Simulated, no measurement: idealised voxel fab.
process module | voxel released beams
cross-section cut | 205 nm wide | cells 5 nm
A cross-section is a grid of square cells, given in bands from the top down. A band is one or more rows of cells.
Each band's line starts with the height of the band's top and of its bottom, in nm. Then come its materials from left to right, each with its width in nm. One material with "throughout" fills the band from edge to edge. "air" is empty space.
Height 0 is the level under which the wafer as received is all one material. The lowest band goes on downwards, as in "0 down".
A width such as "30 to 40" changes by the same amount from each row of cells to the next, from the band's top row to its bottom row.
"no change" after a step means that no cell of the cross-section changed.
closed voids: empty space of 8 cells or more with no open way to the top, each as width x height at its distance from the left edge, in nm
after a step's settings: what the simulator itself notes on the step
overlay nm, on a step with a mask: how far to the right of its planned place the mask lay; to the left if negative
plan
1 op RECEIVE | material Si
2 op CONFORMAL_DEP | material SiN | thk nm 10
3 op DIRECTIONAL_DEP | material SiO2 | thk nm 15
4 op DIRECTIONAL_DEP | material aC | thk nm 10
5 op PATTERN | tone open | mask id ANCHOR | material resist | width nm 35 | thk nm 25 | overlay nm 0
6 op DIRECTIONAL_ETCH | etch materials aC | depth nm 10
7 op STRIP | etch materials resist
8 op DIRECTIONAL_ETCH | etch materials SiO2 | depth nm 15
9 op STRIP | etch materials aC
10 op CONFORMAL_DEP | material TiN | thk nm 15
11 op MASKED_ETCH | tone cover | mask id BEAM | width nm 80 | etch materials TiN | depth nm 15 | overlay nm 0
12 op STRIP | etch materials SiO2
as received, after step 1
  0 down: Si throughout
  closed voids: none
first wafer at the end, as planned
  40 to 25: air 60 | TiN 20 | air 5 | TiN 55 | air 65
  25 to 10: air 65 | TiN 35 | air 105
  10 to 0: SiN throughout
  0 down: Si throughout
  closed voids: none
second wafer at the end: like start, like plan, one mistake
  40 to 25: air 70 | TiN 10 | air 5 | TiN 65 | air 55
  25 to 10: air 65 | TiN 35 | air 105
  10 to 0: SiN throughout
  0 down: Si throughout
  closed voids: none
what went wrong: step 11 ran as: op MASKED_ETCH | tone cover | mask id BEAM | width nm 80 | etch materials TiN | depth nm 15 | overlay nm 10
at the end the second wafer has, in cells: as many of each material as the first, in other places
